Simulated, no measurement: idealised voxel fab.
The process module presented herein is designated voxel ribs on slabs.
Section cut is 180 nm wide and gridded with 5 nm square cells.
Cross-section, as written here: a square-cell grid given band by band from the top down, where a band holds one or more rows of cells.
Top height, bottom height, nm. Materials left to right, width each, nm. Single material + "edge to edge" = fills band edge to edge. "air" = empty.
Heights are expressed relative to 0, this being the level below which the as-received wafer comprises one material exclusively. The lowest band is unbounded in the downward direction and is denoted as in "0 and below".
A width given as "30 to 40" starts at the first number in the band's top row and ends at the second number in its bottom row, shifting by an equal amount at every step from row to row.
"no change occurred", as given for a step, is the statement that not any cell of the cross-section underwent a change during that step.
You'll see "Voids, enclosed" listing empty spaces that have no way open to the top, as long as they're 8 cells or more; the notation is width x height at distance, where the distance is from the left edge, and all of it is in nm.
after a step's settings: what the simulator itself notes on the step
overlay nm: for a step with a mask, the amount by which the mask lay right of where it was planned; a negative amount means left of it.

### Process steps foreseen in the plan
step 1: RECEIVE | material Si
step 2: DIRECTIONAL_DEP | material SiO2 | thk nm 30
step 3: DIRECTIONAL_DEP | material SiN | thk nm 20
step 4: DIRECTIONAL_DEP | material aC | thk nm 15
step 5: PATTERN | tone cover | mask id RIB | material resist | width nm 25 | thk nm 30 | overlay nm 0
step 6: DIRECTIONAL_ETCH | etch materials aC | depth nm 15
step 7: STRIP | etch materials resist
step 8: DIRECTIONAL_ETCH | etch materials SiN | depth nm 10
step 9: STRIP | etch materials aC
step 10: DIRECTIONAL_DEP | material aC | thk nm 15
step 11: PATTERN | tone cover | mask id SLAB | material resist | width nm 75 | thk nm 30 | overlay nm 0
step 12: DIRECTIONAL_ETCH | etch materials aC | depth nm 15
step 13: STRIP | etch materials resist
step 14: DIRECTIONAL_ETCH | etch materials SiN | depth nm 10
step 15: STRIP | etch materials aC
step 16: FILL_DEP | material SiO2 | thk nm 25
step 17: CMP | height nm 55
step 18: DIRECTIONAL_DEP | material W | thk nm 5
step 19: PATTERN | tone cover | mask id HEATER | material resist | width nm 35 | thk nm 15 | overlay nm 0
step 20: DIRECTIONAL_ETCH | etch materials W | depth nm 5
step 21: STRIP | etch materials resist
step 22: CONFORMAL_DEP | material SiO2 | thk nm 10
Be aware that, although all wafers share a common starting state, the height nm at step 17 differs among them, and the plan displays the first wafer's value.

### Step 1 complete: as-received cross-section of the first of several wafers
0 and below  Si edge to edge
Voids, enclosed: none

### Each row below is a wafer at the end of the module, listing for every material the number of cells it has gained (+) or lost (-) since it was received, followed by its closed voids
height nm 55 | +40 SiN | +432 SiO2 | +7 W | Voids, enclosed: none
height nm 60 | +40 SiN | +468 SiO2 | +7 W | Voids, enclosed: none
height nm 65 | +40 SiN | +504 SiO2 | +7 W | Voids, enclosed: none
height nm 70 | +40 SiN | +540 SiO2 | +7 W | Voids, enclosed: none
height nm 75 | +40 SiN | +576 SiO2 | +7 W | Voids, enclosed: none
